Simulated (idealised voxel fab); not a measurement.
Title: Process Module voxel gate over fins
We display cut, a cross-section 290 nm in width whose square cells are each 5 nm.
In this document a cross-section is written as a grid of square cells. It is given as a series of bands, listed from the top down, and a band is one or more rows of cells. What a band's entry tells you: where the top is and where the bottom is, as heights in nm, and after that what lies inside, material by material from left to right, each with its width in nm. Empty space is written as the word "air", and a single material marked with the word "edge to edge" occupies the band from edge to edge. For the purposes of this specification, 0 denotes the height below which the wafer in its as-received condition is composed wholly of one material, and the lowermost band, lacking a lower limit, extends downward without end, as expressed in "top 0, no bottom". So if you see something like "30..40" for the width, read it as the top row of the band sitting at the first number and the bottom row at the second, with every row in between moving by the same amount as the last. Where the words "left unchanged" appear for a step, the cross-section shows no cell changed by that step; every cell remained as before. Each empty space that has no open way to the top and spans at least 8 cells appears under "Fully sealed voids" as width x height at distance, the distance counted from the left edge, all in nm. Step line, after settings: the simulator's comment on this step. Among the settings permitted on a step's line is "overlay nm"; applied to a step with a mask, it specifies the extent to which the mask lay to the right of its planned position, whereas a negative figure signifies a position to the left.

# Process steps - plan
1 RECEIVE,material Si
2 CONFORMAL_DEP,material SiN,thk nm 10
3 DIRECTIONAL_DEP,material aC,thk nm 10
4 PATTERN,tone cover,mask id FINS,material resist,width nm 15,pitch nm 45,thk nm 30,overlay nm 0
5 DIRECTIONAL_ETCH,etch materials aC,depth nm 10
6 STRIP,etch materials resist
7 DIRECTIONAL_ETCH,etch materials SiN,depth nm 10
8 DIRECTIONAL_ETCH,etch materials Si,depth nm 40
9 STRIP,etch materials aC
10 OXIDIZE,depth nm 5
11 FILL_DEP,material SiO2,thk nm 5
12 CMP,height nm 10
13 SELECTIVE_ETCH,etch materials SiO2,depth nm 25
14 STRIP,etch materials SiN
15 CONFORMAL_DEP,material HfO2,thk nm 5
16 CONFORMAL_DEP,material TiN,thk nm 5
17 CONFORMAL_DEP,material TiAl,thk nm 5
18 CONFORMAL_DEP,material TiN,thk nm 5
19 FILL_DEP,material W,thk nm 10
20 CMP,height nm 25
21 CONFORMAL_DEP,material SiN,thk nm 5

# On the first of the two wafers: run conducted according to plan

# Incoming wafer in cross-section (state: after step 1)
- top 0, no bottom  Si edge to edge
- Fully sealed voids: none

# after step 2
- top 10, bottom 0  SiN edge to edge
- Below 0, the layers are the same as they were.

# after step 3
- top 20, bottom 10  aC edge to edge
- Below 10, the layers are the same as they were.

# after step 4
- top 50, bottom 20  90 nm air  15 nm resist  30 nm air  15 nm resist  30 nm air  15 nm resist  95 nm air
- Below 20, the layers are the same as they were.

# after step 5
- top 40, bottom 20  90 nm air  15 nm resist  30 nm air  15 nm resist  30 nm air  15 nm resist  95 nm air
- top 20, bottom 10  90 nm air  15 nm aC  30 nm air  15 nm aC  30 nm air  15 nm aC  95 nm air
- Below 10, the layers are the same as they were.

# after step 6
- top 20, bottom 10  90 nm air  15 nm aC  30 nm air  15 nm aC  30 nm air  15 nm aC  95 nm air
- Below 10, the layers are the same as they were.

# after step 7
- top 20, bottom 10  90 nm air  15 nm aC  30 nm air  15 nm aC  30 nm air  15 nm aC  95 nm air
- top 10, bottom 0  90 nm air  15 nm SiN  30 nm air  15 nm SiN  30 nm air  15 nm SiN  95 nm air
- Below 0, the layers are the same as they were.

# after step 8
- top 20, bottom 10  90 nm air  15 nm aC  30 nm air  15 nm aC  30 nm air  15 nm aC  95 nm air
- top 10, bottom 0  90 nm air  15 nm SiN  30 nm air  15 nm SiN  30 nm air  15 nm SiN  95 nm air
- top 0, bottom -40  90 nm air  15 nm Si  30 nm air  15 nm Si  30 nm air  15 nm Si  95 nm air
- Below -40, the layers are the same as they were.

# after step 9
- top 10, bottom 0  90 nm air  15 nm SiN  30 nm air  15 nm SiN  30 nm air  15 nm SiN  95 nm air
- Below 0, the layers are the same as they were.

# after step 10
- top 10, bottom 0  90 nm air  15 nm SiN  30 nm air  15 nm SiN  30 nm air  15 nm SiN  95 nm air
- top 0, bottom -40  90 nm air  5 nm SiO2  5 nm Si  5 nm SiO2  30 nm air  5 nm SiO2  5 nm Si  5 nm SiO2  30 nm air  5 nm SiO2  5 nm Si  5 nm SiO2  95 nm air
- top -40, bottom -45  95 nm SiO2  5 nm Si  40 nm SiO2  5 nm Si  40 nm SiO2  5 nm Si  100 nm SiO2
- Below -45, the layers are the same as they were.

# after step 11
- top 15, bottom 10  SiO2 edge to edge
- top 10, bottom 0  90 nm SiO2  15 nm SiN  30 nm SiO2  15 nm SiN  30 nm SiO2  15 nm SiN  95 nm SiO2
- top 0, bottom -45  95 nm SiO2  5 nm Si  40 nm SiO2  5 nm Si  40 nm SiO2  5 nm Si  100 nm SiO2
- Below -45, the layers are the same as they were.

# after step 12
- top 10, bottom 0  90 nm SiO2  15 nm SiN  30 nm SiO2  15 nm SiN  30 nm SiO2  15 nm SiN  95 nm SiO2
- Below 0, the layers are the same as they were.

# after step 13
- top 10, bottom 0  90 nm air  15 nm SiN  30 nm air  15 nm SiN  30 nm air  15 nm SiN  95 nm air
- top 0, bottom -15  95 nm air  5 nm Si  40 nm air  5 nm Si  40 nm air  5 nm Si  100 nm air
- Below -15, the layers are the same as they were.

# after step 14
- top 0, bottom -15  95 nm air  5 nm Si  40 nm air  5 nm Si  40 nm air  5 nm Si  100 nm air
- Below -15, the layers are the same as they were.

# after step 15
- top 5, bottom 0  90 nm air  15 nm HfO2  30 nm air  15 nm HfO2  30 nm air  15 nm HfO2  95 nm air
- top 0, bottom -10  90 nm air  5 nm HfO2  5 nm Si  5 nm HfO2  30 nm air  5 nm HfO2  5 nm Si  5 nm HfO2  30 nm air  5 nm HfO2  5 nm Si  5 nm HfO2  95 nm air
- top -10, bottom -15  95 nm HfO2  5 nm Si  40 nm HfO2  5 nm Si  40 nm HfO2  5 nm Si  100 nm HfO2
- Below -15, the layers are the same as they were.

# after step 16
- top 10, bottom 5  85 nm air  25 nm TiN  20 nm air  25 nm TiN  20 nm air  25 nm TiN  90 nm air
- top 5, bottom 0  85 nm air  5 nm TiN  15 nm HfO2  5 nm TiN  20 nm air  5 nm TiN  15 nm HfO2  5 nm TiN  20 nm air  5 nm TiN  15 nm HfO2  5 nm TiN  90 nm air
- top 0, bottom -5  85 nm air  5 nm TiN  5 nm HfO2  5 nm Si  5 nm HfO2  5 nm TiN  20 nm air  5 nm TiN  5 nm HfO2  5 nm Si  5 nm HfO2  5 nm TiN  20 nm air  5 nm TiN  5 nm HfO2  5 nm Si  5 nm HfO2  5 nm TiN  90 nm air
- top -5, bottom -10  90 nm TiN  5 nm HfO2  5 nm Si  5 nm HfO2  30 nm TiN  5 nm HfO2  5 nm Si  5 nm HfO2  30 nm TiN  5 nm HfO2  5 nm Si  5 nm HfO2  95 nm TiN
- Below -10, the layers are the same as they were.

# after step 17
- top 15, bottom 10  80 nm air  35 nm TiAl  10 nm air  35 nm TiAl  10 nm air  35 nm TiAl  85 nm air
- top 10, bottom 5  80 nm air  5 nm TiAl  25 nm TiN  5 nm TiAl  10 nm air  5 nm TiAl  25 nm TiN  5 nm TiAl  10 nm air  5 nm TiAl  25 nm TiN  5 nm TiAl  85 nm air
- top 5, bottom 0  80 nm air  5 nm TiAl  5 nm TiN  15 nm HfO2  5 nm TiN  5 nm TiAl  10 nm air  5 nm TiAl  5 nm TiN  15 nm HfO2  5 nm TiN  5 nm TiAl  10 nm air  5 nm TiAl  5 nm TiN  15 nm HfO2  5 nm TiN  5 nm TiAl  85 nm air
- top 0, bottom -5  85 nm TiAl  5 nm TiN  5 nm HfO2  5 nm Si  5 nm HfO2  5 nm TiN  20 nm TiAl  5 nm TiN  5 nm HfO2  5 nm Si  5 nm HfO2  5 nm TiN  20 nm TiAl  5 nm TiN  5 nm HfO2  5 nm Si  5 nm HfO2  5 nm TiN  90 nm TiAl
- Below -5, the layers are the same as they were.

# after step 18
- top 20, bottom 15  75 nm air  135 nm TiN  80 nm air
- top 15, bottom 10  75 nm air  5 nm TiN  35 nm TiAl  10 nm TiN  35 nm TiAl  10 nm TiN  35 nm TiAl  5 nm TiN  80 nm air
- top 10, bottom 5  75 nm air  5 nm TiN  5 nm TiAl  25 nm TiN  5 nm TiAl  10 nm TiN  5 nm TiAl  25 nm TiN  5 nm TiAl  10 nm TiN  5 nm TiAl  25 nm TiN  5 nm TiAl  5 nm TiN  80 nm air
- top 5, bottom 0  80 nm TiN  5 nm TiAl  5 nm TiN  15 nm HfO2  5 nm TiN  5 nm TiAl  10 nm TiN  5 nm TiAl  5 nm TiN  15 nm HfO2  5 nm TiN  5 nm TiAl  10 nm TiN  5 nm TiAl  5 nm TiN  15 nm HfO2  5 nm TiN  5 nm TiAl  85 nm TiN
- Below 0, the layers are the same as they were.

# after step 19
- top 30, bottom 20  W edge to edge
- top 20, bottom 15  75 nm W  135 nm TiN  80 nm W
- top 15, bottom 10  75 nm W  5 nm TiN  35 nm TiAl  10 nm TiN  35 nm TiAl  10 nm TiN  35 nm TiAl  5 nm TiN  80 nm W
- top 10, bottom 5  75 nm W  5 nm TiN  5 nm TiAl  25 nm TiN  5 nm TiAl  10 nm TiN  5 nm TiAl  25 nm TiN  5 nm TiAl  10 nm TiN  5 nm TiAl  25 nm TiN  5 nm TiAl  5 nm TiN  80 nm W
- Below 5, the layers are the same as they were.

# after step 20
- top 25, bottom 20  W edge to edge
- Below 20, the layers are the same as they were.

# after step 21
- top 30, bottom 25  SiN edge to edge
- Below 25, the layers are the same as they were.

# Notes, second wafer: start = first wafer's, plan = first wafer's, execution had one mistake; history identical to first through step 3

# Cross-sectional view of the second wafer at the intended end time of process step 4
- top 50, bottom 20  90 nm air  20 nm resist  25 nm air  20 nm resist  25 nm air  20 nm resist  90 nm air
- Below 20, the layers are the same as they were.

# Cross-sectional view of the second wafer at the intended end time of process step 5
- top 40, bottom 20  90 nm air  20 nm resist  25 nm air  20 nm resist  25 nm air  20 nm resist  90 nm air
- top 20, bottom 10  90 nm air  20 nm aC  25 nm air  20 nm aC  25 nm air  20 nm aC  90 nm air
- Below 10, the layers are the same as they were.

# Cross-sectional view of the second wafer at the intended end time of process step 6
- top 20, bottom 10  90 nm air  20 nm aC  25 nm air  20 nm aC  25 nm air  20 nm aC  90 nm air
- Below 10, the layers are the same as they were.

# Cross-sectional view of the second wafer at the intended end time of process step 7
- top 20, bottom 10  90 nm air  20 nm aC  25 nm air  20 nm aC  25 nm air  20 nm aC  90 nm air
- top 10, bottom 0  90 nm air  20 nm SiN  25 nm air  20 nm SiN  25 nm air  20 nm SiN  90 nm air
- Below 0, the layers are the same as they were.

# Cross-sectional view of the second wafer at the intended end time of process step 8
- top 20, bottom 10  90 nm air  20 nm aC  25 nm air  20 nm aC  25 nm air  20 nm aC  90 nm air
- top 10, bottom 0  90 nm air  20 nm SiN  25 nm air  20 nm SiN  25 nm air  20 nm SiN  90 nm air
- top 0, bottom -40  90 nm air  20 nm Si  25 nm air  20 nm Si  25 nm air  20 nm Si  90 nm air
- Below -40, the layers are the same as they were.

# Cross-sectional view of the second wafer at the intended end time of process step 9
- top 10, bottom 0  90 nm air  20 nm SiN  25 nm air  20 nm SiN  25 nm air  20 nm SiN  90 nm air
- Below 0, the layers are the same as they were.

# Cross-sectional view of the second wafer at the intended end time of process step 10
- top 10, bottom 0  90 nm air  20 nm SiN  25 nm air  20 nm SiN  25 nm air  20 nm SiN  90 nm air
- top 0, bottom -40  90 nm air  5 nm SiO2  10 nm Si  5 nm SiO2  25 nm air  5 nm SiO2  10 nm Si  5 nm SiO2  25 nm air  5 nm SiO2  10 nm Si  5 nm SiO2  90 nm air
- top -40, bottom -45  95 nm SiO2  10 nm Si  35 nm SiO2  10 nm Si  35 nm SiO2  10 nm Si  95 nm SiO2
- Below -45, the layers are the same as they were.

# Cross-sectional view of the second wafer at the intended end time of process step 11
- top 15, bottom 10  SiO2 edge to edge
- top 10, bottom 0  90 nm SiO2  20 nm SiN  25 nm SiO2  20 nm SiN  25 nm SiO2  20 nm SiN  90 nm SiO2
- top 0, bottom -45  95 nm SiO2  10 nm Si  35 nm SiO2  10 nm Si  35 nm SiO2  10 nm Si  95 nm SiO2
- Below -45, the layers are the same as they were.

# Cross-sectional view of the second wafer at the intended end time of process step 12
- top 10, bottom 0  90 nm SiO2  20 nm SiN  25 nm SiO2  20 nm SiN  25 nm SiO2  20 nm SiN  90 nm SiO2
- Below 0, the layers are the same as they were.

# Cross-sectional view of the second wafer at the intended end time of process step 13
- top 10, bottom 0  90 nm air  20 nm SiN  25 nm air  20 nm SiN  25 nm air  20 nm SiN  90 nm air
- top 0, bottom -15  95 nm air  10 nm Si  35 nm air  10 nm Si  35 nm air  10 nm Si  95 nm air
- Below -15, the layers are the same as they were.

# Cross-sectional view of the second wafer at the intended end time of process step 14
- top 0, bottom -15  95 nm air  10 nm Si  35 nm air  10 nm Si  35 nm air  10 nm Si  95 nm air
- Below -15, the layers are the same as they were.

# Cross-sectional view of the second wafer at the intended end time of process step 15
- top 5, bottom 0  90 nm air  20 nm HfO2  25 nm air  20 nm HfO2  25 nm air  20 nm HfO2  90 nm air
- top 0, bottom -10  90 nm air  5 nm HfO2  10 nm Si  5 nm HfO2  25 nm air  5 nm HfO2  10 nm Si  5 nm HfO2  25 nm air  5 nm HfO2  10 nm Si  5 nm HfO2  90 nm air
- top -10, bottom -15  95 nm HfO2  10 nm Si  35 nm HfO2  10 nm Si  35 nm HfO2  10 nm Si  95 nm HfO2
- Below -15, the layers are the same as they were.

# Cross-sectional view of the second wafer at the intended end time of process step 16
- top 10, bottom 5  85 nm air  30 nm TiN  15 nm air  30 nm TiN  15 nm air  30 nm TiN  85 nm air
- top 5, bottom 0  85 nm air  5 nm TiN  20 nm HfO2  5 nm TiN  15 nm air  5 nm TiN  20 nm HfO2  5 nm TiN  15 nm air  5 nm TiN  20 nm HfO2  5 nm TiN  85 nm air
- top 0, bottom -5  85 nm air  5 nm TiN  5 nm HfO2  10 nm Si  5 nm HfO2  5 nm TiN  15 nm air  5 nm TiN  5 nm HfO2  10 nm Si  5 nm HfO2  5 nm TiN  15 nm air  5 nm TiN  5 nm HfO2  10 nm Si  5 nm HfO2  5 nm TiN  85 nm air
- top -5, bottom -10  90 nm TiN  5 nm HfO2  10 nm Si  5 nm HfO2  25 nm TiN  5 nm HfO2  10 nm Si  5 nm HfO2  25 nm TiN  5 nm HfO2  10 nm Si  5 nm HfO2  90 nm TiN
- Below -10, the layers are the same as they were.

# Cross-sectional view of the second wafer at the intended end time of process step 17
- top 15, bottom 10  80 nm air  40 nm TiAl  5 nm air  40 nm TiAl  5 nm air  40 nm TiAl  80 nm air
- top 10, bottom 5  80 nm air  5 nm TiAl  30 nm TiN  5 nm TiAl  5 nm air  5 nm TiAl  30 nm TiN  5 nm TiAl  5 nm air  5 nm TiAl  30 nm TiN  5 nm TiAl  80 nm air
- top 5, bottom 0  80 nm air  5 nm TiAl  5 nm TiN  20 nm HfO2  5 nm TiN  5 nm TiAl  5 nm air  5 nm TiAl  5 nm TiN  20 nm HfO2  5 nm TiN  5 nm TiAl  5 nm air  5 nm TiAl  5 nm TiN  20 nm HfO2  5 nm TiN  5 nm TiAl  80 nm air
- top 0, bottom -5  85 nm TiAl  5 nm TiN  5 nm HfO2  10 nm Si  5 nm HfO2  5 nm TiN  15 nm TiAl  5 nm TiN  5 nm HfO2  10 nm Si  5 nm HfO2  5 nm TiN  15 nm TiAl  5 nm TiN  5 nm HfO2  10 nm Si  5 nm HfO2  5 nm TiN  85 nm TiAl
- Below -5, the layers are the same as they were.

# Cross-sectional view of the second wafer at the intended end time of process step 18
- top 20, bottom 15  75 nm air  140 nm TiN  75 nm air
- top 15, bottom 10  75 nm air  5 nm TiN  40 nm TiAl  5 nm TiN  40 nm TiAl  5 nm TiN  40 nm TiAl  5 nm TiN  75 nm air
- top 10, bottom 5  75 nm air  5 nm TiN  5 nm TiAl  30 nm TiN  5 nm TiAl  5 nm TiN  5 nm TiAl  30 nm TiN  5 nm TiAl  5 nm TiN  5 nm TiAl  30 nm TiN  5 nm TiAl  5 nm TiN  75 nm air
- top 5, bottom 0  80 nm TiN  5 nm TiAl  5 nm TiN  20 nm HfO2  5 nm TiN  5 nm TiAl  5 nm TiN  5 nm TiAl  5 nm TiN  20 nm HfO2  5 nm TiN  5 nm TiAl  5 nm TiN  5 nm TiAl  5 nm TiN  20 nm HfO2  5 nm TiN  5 nm TiAl  80 nm TiN
- Below 0, the layers are the same as they were.

# Cross-sectional view of the second wafer at the intended end time of process step 19
- top 30, bottom 20  W edge to edge
- top 20, bottom 15  75 nm W  140 nm TiN  75 nm W
- top 15, bottom 10  75 nm W  5 nm TiN  40 nm TiAl  5 nm TiN  40 nm TiAl  5 nm TiN  40 nm TiAl  5 nm TiN  75 nm W
- top 10, bottom 5  75 nm W  5 nm TiN  5 nm TiAl  30 nm TiN  5 nm TiAl  5 nm TiN  5 nm TiAl  30 nm TiN  5 nm TiAl  5 nm TiN  5 nm TiAl  30 nm TiN  5 nm TiAl  5 nm TiN  75 nm W
- Below 5, the layers are the same as they were.

# Cross-sectional view of the second wafer at the intended end time of process step 20
- top 25, bottom 20  W edge to edge
- Below 20, the layers are the same as they were.

# Cross-sectional view of the second wafer at the intended end time of process step 21
- top 30, bottom 25  SiN edge to edge
- Below 25, the layers are the same as they were.
What went wrong in running the wafer? note that step 4 departed from the planned setting and was carried out as PATTERN,tone cover,mask id FINS,material resist,width nm 20,pitch nm 45,thk nm 30,overlay nm 0
The second wafer ends with more or fewer cells of some materials than the first, per final count: Si +27, SiO2 -18, TiN -6, W -3
